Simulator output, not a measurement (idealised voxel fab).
Process module name: voxel air gaps
Square cells of 5 nm make up the cross-section cut, whose width is 150 nm.
We lay out every cross-section as a grid of square cells and spell it out in bands from the top down, where one band means one or more rows of cells. Per band: top height and bottom height in nm, followed by the left-to-right materials and their widths in nm; "everywhere" marks a single material spanning edge to edge, "blank" marks empty space. Heights are reckoned from 0. Under this level, the received wafer is all of one material. The bottommost band is open-ended downward, for example "0 -> down". Width "30->40": first value at the band's top row of cells, second value at its bottom row, equal change from row to row. Where the words "nothing changed" appear for a step, the cross-section shows no cell changed by that step; every cell remained as before. You'll see "Enclosed void inventory" listing empty spaces that have no way open to the top, as long as they're 8 cells or more; the notation is width x height at distance, where the distance is from the left edge, and all of it is in nm. That trailing text on a step's line, after the settings, is the simulator's own remark on the step. overlay nm: right-of-plan distance of the mask on a masked step; negative values mean left-of-plan.
Process steps (planned)
1) RECEIVE, material Si
2) CONFORMAL_DEP, material SiO2, thk nm 10
3) CONFORMAL_DEP, material SiN, thk nm 5
4) DIRECTIONAL_DEP, material SiO2, thk nm 30
5) MASKED_ETCH, tone open, mask id LINES, width nm 15, pitch nm 45, etch materials SiO2, depth nm 30, overlay nm 0
6) CONFORMAL_DEP, material TiN, thk nm 5
7) FILL_DEP, material Ru, thk nm 10
8) CMP, height nm 45
9) EPI, material Ru, thk nm 10
10) SELECTIVE_ETCH, etch materials SiO2, depth nm 40
11) CONFORMAL_DEP, material SiN, thk nm 5
As-received wafer cross-section (after step 1)
  0 -> down  Si everywhere
  Enclosed void inventory: none
Final cross-section, module run with one mistake (start and plan as above)
  60 -> 55  blank (5), then SiN (140), then blank (5)
  55 -> 45  blank (5), then SiN (5), then Ru (40), then SiN (5), then Ru (40), then SiN (5), then Ru (40), then SiN (5), then blank (5)
  45 -> 40  blank (5), then SiN (15), then TiN (5), then Ru (10), then TiN (5), then SiN (25), then TiN (5), then Ru (10), then TiN (5), then SiN (25), then TiN (5), then Ru (10), then TiN (5), then SiN (15), then blank (5)
  40 -> 20  blank (15), then SiN (5), then TiN (5), then Ru (10), then TiN (5), then SiN (5), then blank (15), then SiN (5), then TiN (5), then Ru (10), then TiN (5), then SiN (5), then blank (15), then SiN (5), then TiN (5), then Ru (10), then TiN (5), then SiN (5), then blank (15)
  20 -> 15  SiN (20), then TiN (20), then SiN (25), then TiN (20), then SiN (25), then TiN (20), then SiN (20)
  15 -> 10  SiN everywhere
  10 -> 0  SiO2 everywhere
  0 -> down  Si everywhere
  Enclosed void inventory: 15 x 20 at 45; 15 x 20 at 90
In executing the process, a mistake was made relative to the plan: step 5 did not use the planned setting and instead ran as MASKED_ETCH, tone open, mask id LINES, width nm 20, pitch nm 45, etch materials SiO2, depth nm 30, overlay nm 0
